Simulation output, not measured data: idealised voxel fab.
Proc. module: voxel gate over fins
FYI the section here is cut, 250 nm wide, cells are 5 nm squares.
In what follows, cross-sections appear as grids of square cells, described through bands that run from the top down, where every band is one or more rows of cells.
Look at the band entry: it leads with the top's height and the bottom's height in nm. Then it lists the materials left to right, with a width in nm for each. The word "all across" on a single material says that material fills the band edge to edge. The word "empty" is empty space.
Measure heights from 0. That's the level where, below it, the as-received wafer is all one material. The lowest band is bottomless and extends downward; write it as in "0 nm and below".
A width given as "30 to 40" starts at the first number in the band's top row and ends at the second number in its bottom row, shifting by an equal amount at every step from row to row.
Step note "everything unchanged" = no cross-section cell changed.
If an empty space has no open way to the top and is at least 8 cells in size, "closed voids" lists it, written width x height at distance, where distance is measured from the left edge and every value is in nm.
On a step's line, text after the settings is the simulator commenting on that step.
"overlay nm" denotes, for a step that has a mask, the displacement of the mask to the right of its planned place, with negative values corresponding to the left.
# Process steps foreseen in the plan
1: RECEIVE,material Si
2: CONFORMAL_DEP,material SiN,thk nm 5
3: DIRECTIONAL_DEP,material aC,thk nm 15
4: PATTERN,tone cover,mask id FINS,material resist,width nm 15,pitch nm 50,thk nm 30,overlay nm 0
5: DIRECTIONAL_ETCH,etch materials aC,depth nm 15
6: STRIP,etch materials resist
7: DIRECTIONAL_ETCH,etch materials SiN,depth nm 5
8: DIRECTIONAL_ETCH,etch materials Si,depth nm 40
9: STRIP,etch materials aC
10: FILL_DEP,material SiO2,thk nm 15
11: CMP,height nm 5
12: DIRECTIONAL_DEP,material aC,thk nm 10
13: PATTERN,tone open,mask id RAIL,material resist,width nm 15,thk nm 25,overlay nm 0
14: DIRECTIONAL_ETCH,etch materials aC,depth nm 10
15: STRIP,etch materials resist
16: DIRECTIONAL_ETCH,etch materials SiO2,depth nm 40
17: STRIP,etch materials aC
18: CONFORMAL_DEP,material TiN,thk nm 5
19: FILL_DEP,material Ru,thk nm 5
20: CMP,height nm 5
21: SELECTIVE_ETCH,etch materials W Ru TiN,depth nm 20
22: FILL_DEP,material SiO2,thk nm 5
23: CMP,height nm 5
24: SELECTIVE_ETCH,etch materials SiO2,depth nm 15
25: STRIP,etch materials SiN
26: CONFORMAL_DEP,material HfO2,thk nm 5
27: CONFORMAL_DEP,material TiN,thk nm 5
28: FILL_DEP,material W,thk nm 15
29: CMP,height nm 20
30: CONFORMAL_DEP,material SiN,thk nm 5
# Incoming wafer, cross-sectional view, post step 1
    0 nm and below: Si all across
    closed voids: none
# Module complete, cross-section. Starting point and plan per above. One mistake made in running the module
    25 nm to 20 nm: SiN all across
    20 nm to 10 nm: W all across
    10 nm to 5 nm: W=55, TiN=35, W=15, TiN=35, W=15, TiN=35, W=60
    5 nm to 0 nm: W=55, TiN=5, HfO2=25, TiN=5, W=15, TiN=5, HfO2=25, TiN=5, W=15, TiN=5, HfO2=25, TiN=5, W=60
    0 nm to -5 nm: TiN=60, HfO2=5, Si=15, HfO2=5, TiN=25, HfO2=5, Si=15, HfO2=5, TiN=25, HfO2=5, Si=15, HfO2=5, TiN=65
    -5 nm to -10 nm: HfO2=65, Si=15, HfO2=35, Si=15, HfO2=35, Si=15, HfO2=70
    -10 nm to -15 nm: SiO2=65, Si=15, SiO2=35, Si=15, SiO2=35, Si=15, SiO2=70
    -15 nm to -30 nm: SiO2=65, Si=15, SiO2=10, TiN=5, Ru=5, TiN=5, SiO2=10, Si=15, SiO2=35, Si=15, SiO2=70
    -30 nm to -35 nm: SiO2=65, Si=15, SiO2=10, TiN=15, SiO2=10, Si=15, SiO2=35, Si=15, SiO2=70
    -35 nm to -80 nm: SiO2=65, Si=15, SiO2=35, Si=15, SiO2=35, Si=15, SiO2=70
    -80 nm and below: Si all across
    closed voids: none
Misprocessing identified: step 8 of the plan was twice carried out
